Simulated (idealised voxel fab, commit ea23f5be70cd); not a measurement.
Module name: voxel gate over fins (process module)
Square cells of 5 nm make up the cross-section cut, whose width is 200 nm.
Each cross-section below is a grid of square cells, stated as bands in top-down order, with one or more rows of cells making up each band. Per band: top height and bottom height in nm, followed by the left-to-right materials and their widths in nm; "edge to edge" marks a single material spanning edge to edge, "blank" marks empty space. Heads up on the height convention: 0 is the point under which the incoming wafer is all one material, and the lowest band has no bottom, it just keeps going down, like "0 -> down". Per-row width for "30 to 40": begins at first number (top row of band), ends at second number (bottom row), increment between rows held constant. What does "identical to before" mean for a step? It means no cell of the cross-section changed in that step. "Entrapped voids": empty spaces of 8 cells or more with no open way to the top, each given as width x height at distance, distance from the left edge, all in nm. after a step's settings: what the simulator itself notes on the step. overlay nm: where the mask lay relative to plan, measured to the right, on steps with a mask; negatives go left.
[Planned step list for the process]
| 1 | op RECEIVE | material Si |
| 2 | op CONFORMAL_DEP | material SiN | thk nm 10 |
| 3 | op DIRECTIONAL_DEP | material aC | thk nm 15 |
| 4 | op PATTERN | tone cover | mask id FINS | material resist | width nm 15 | pitch nm 40 | thk nm 35 | overlay nm 0 |
| 5 | op DIRECTIONAL_ETCH | etch materials aC | depth nm 15 |
| 6 | op STRIP | etch materials resist |
| 7 | op DIRECTIONAL_ETCH | etch materials SiN | depth nm 10 |
| 8 | op DIRECTIONAL_ETCH | etch materials Si | depth nm 35 |
| 9 | op STRIP | etch materials aC |
| 10 | op OXIDIZE | depth nm 5 |
| 11 | op FILL_DEP | material SiO2 | thk nm 15 |
| 12 | op CMP | height nm 10 |
| 13 | op SELECTIVE_ETCH | etch materials SiO2 | depth nm 25 |
| 14 | op STRIP | etch materials SiN |
| 15 | op CONFORMAL_DEP | material HfO2 | thk nm 5 |
| 16 | op CONFORMAL_DEP | material TiN | thk nm 5 |
| 17 | op CONFORMAL_DEP | material TiAl | thk nm 5 |
| 18 | op CONFORMAL_DEP | material TiN | thk nm 5 |
| 19 | op FILL_DEP | material W | thk nm 10 |
| 20 | op CMP | height nm 25 |
| 21 | op CONFORMAL_DEP | material SiCN | thk nm 5 |
[Here's what the wafer looked like in cross-section when it arrived - that's after step 1]
* 0 -> down: Si edge to edge
* Entrapped voids: none
[Starting structure and process plan are as shown above, but one mistake was made in running the module; the wafer cross-section at the end of the module follows]
* 30 -> 25: SiCN edge to edge
* 25 -> 20: W edge to edge
* 20 -> 15: TiN edge to edge
* 15 -> 10: TiAl edge to edge
* 10 -> 5: TiN: 55 | TiAl: 5 | TiN: 35 | TiAl: 5 | TiN: 35 | TiAl: 5 | TiN: 60
* 5 -> 0: HfO2: 50 | TiN: 5 | TiAl: 5 | TiN: 5 | HfO2: 25 | TiN: 5 | TiAl: 5 | TiN: 5 | HfO2: 25 | TiN: 5 | TiAl: 5 | TiN: 5 | HfO2: 55
* 0 -> -5: Si: 45 | HfO2: 5 | TiN: 5 | TiAl: 5 | TiN: 5 | HfO2: 5 | Si: 15 | HfO2: 5 | TiN: 5 | TiAl: 5 | TiN: 5 | HfO2: 5 | Si: 15 | HfO2: 5 | TiN: 5 | TiAl: 5 | TiN: 5 | HfO2: 5 | Si: 50
* -5 -> -10: Si: 45 | HfO2: 5 | TiN: 15 | HfO2: 5 | Si: 15 | HfO2: 5 | TiN: 15 | HfO2: 5 | Si: 15 | HfO2: 5 | TiN: 15 | HfO2: 5 | Si: 50
* -10 -> -15: Si: 45 | HfO2: 25 | Si: 15 | HfO2: 25 | Si: 15 | HfO2: 25 | Si: 50
* -15 -> -40: Si: 45 | SiO2: 25 | Si: 15 | SiO2: 25 | Si: 15 | SiO2: 25 | Si: 50
* -40 -> down: Si edge to edge
* Entrapped voids: none
Error vs. plan: for step 4, the planned setting was not used; the step was instead run as op PATTERN | tone open | mask id FINS | material resist | width nm 15 | pitch nm 40 | thk nm 35 | overlay nm 0
